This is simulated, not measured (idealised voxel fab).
process module | voxel wiring stack
cross-section cut | 195 nm wide | cells 5 nm
A cross-section is a grid of square cells, given in bands from the top down. A band is one or more rows of cells.
Each band's line starts with the height of the band's top and of its bottom, in nm. Then come its materials from left to right, each with its width in nm. One material with "throughout" fills the band from edge to edge. "air" is empty space.
Height 0 is the level under which the wafer as received is all one material. The lowest band goes on downwards, as in "0 down".
A width such as "30 to 40" changes by the same amount from each row of cells to the next, from the band's top row to its bottom row.
"no change" after a step means that no cell of the cross-section changed.
closed voids: empty space of 8 cells or more with no open way to the top, each as width x height at its distance from the left edge, in nm
after a step's settings: what the simulator itself notes on the step
overlay nm, on a step with a mask: how far to the right of its planned place the mask lay; to the left if negative
plan
1 op RECEIVE | material Si
2 op CONFORMAL_DEP | material SiO2 | thk nm 15
3 op CONFORMAL_DEP | material SiCN | thk nm 5
4 op DIRECTIONAL_DEP | material lowk | thk nm 20
5 op MASKED_ETCH | tone open | mask id METAL_1 | width nm 25 | pitch nm 40 | etch materials lowk | depth nm 20 | overlay nm 0
6 op MASKED_ETCH | tone open | mask id METAL_1 | width nm 25 | pitch nm 40 | etch materials SiCN | depth nm 5 | overlay nm 0
7 op CONFORMAL_DEP | material TiN | thk nm 5
8 op FILL_DEP | material Cu | thk nm 10
9 op CMP | height nm 40
10 op EPI | material Ru | thk nm 5
11 op FILL_DEP | material SiCN | thk nm 5
12 op DIRECTIONAL_DEP | material lowk | thk nm 25
13 op DIRECTIONAL_DEP | material aC | thk nm 15
14 op PATTERN | tone open | mask id METAL_2 | material resist | width nm 25 | pitch nm 40 | thk nm 35 | overlay nm 0
15 op DIRECTIONAL_ETCH | etch materials aC | depth nm 15
16 op STRIP | etch materials resist
17 op DIRECTIONAL_ETCH | etch materials lowk | depth nm 15
18 op STRIP | etch materials aC
19 op PATTERN | tone open | mask id METAL_2_HOLES | material resist | width nm 15 | pitch nm 40 | thk nm 20 | overlay nm 0
20 op DIRECTIONAL_ETCH | etch materials lowk | depth nm 10
21 op DIRECTIONAL_ETCH | etch materials SiCN | depth nm 5
22 op STRIP | etch materials resist
23 op CONFORMAL_DEP | material TiN | thk nm 5
24 op FILL_DEP | material Cu | thk nm 10
25 op CMP | height nm 75
26 op CONFORMAL_DEP | material SiCN | thk nm 5
as received, after step 1
  0 down: Si throughout
  closed voids: none
first wafer at the end, as planned
  80 to 75: SiCN throughout
  75 to 65: lowk 65 | TiN 5 | Cu 15 | TiN 5 | lowk 15 | TiN 5 | Cu 15 | TiN 5 | lowk 65
  65 to 60: lowk 65 | TiN 5 | Cu 5 | TiN 15 | lowk 15 | TiN 5 | Cu 5 | TiN 15 | lowk 65
  60 to 50: lowk 65 | TiN 5 | Cu 5 | TiN 5 | lowk 25 | TiN 5 | Cu 5 | TiN 5 | lowk 75
  50 to 45: SiCN 65 | TiN 15 | SiCN 25 | TiN 15 | SiCN 75
  45 to 40: SiCN 60 | Ru 35 | SiCN 5 | Ru 35 | SiCN 60
  40 to 20: lowk 65 | TiN 5 | Cu 15 | TiN 5 | lowk 15 | TiN 5 | Cu 15 | TiN 5 | lowk 65
  20 to 15: SiCN 65 | TiN 25 | SiCN 15 | TiN 25 | SiCN 65
  15 to 0: SiO2 throughout
  0 down: Si throughout
  closed voids: none
second wafer at the end: like start, like plan, one mistake
  80 to 75: SiCN throughout
  75 to 65: lowk 65 | TiN 5 | Cu 15 | TiN 5 | lowk 15 | TiN 5 | Cu 15 | TiN 5 | lowk 65
  65 to 60: lowk 65 | TiN 5 | Cu 5 | TiN 15 | lowk 15 | TiN 5 | Cu 5 | TiN 15 | lowk 65
  60 to 50: lowk 65 | TiN 5 | Cu 5 | TiN 5 | lowk 25 | TiN 5 | Cu 5 | TiN 5 | lowk 75
  50 to 45: SiCN 65 | TiN 15 | SiCN 25 | TiN 15 | SiCN 75
  45 to 40: Ru throughout
  40 to 35: TiN 70 | Cu 15 | TiN 25 | Cu 15 | TiN 70
  35 to 20: lowk 65 | TiN 5 | Cu 15 | TiN 5 | lowk 15 | TiN 5 | Cu 15 | TiN 5 | lowk 65
  20 to 15: SiCN 65 | TiN 25 | SiCN 15 | TiN 25 | SiCN 65
  15 to 0: SiO2 throughout
  0 down: Si throughout
  closed voids: none
what went wrong: step 4 ran as: op DIRECTIONAL_DEP | material lowk | thk nm 15
at the end the second wafer has, in cells: 25 more of Ru | 25 fewer of SiCN | 29 more of TiN | 29 fewer of lowk
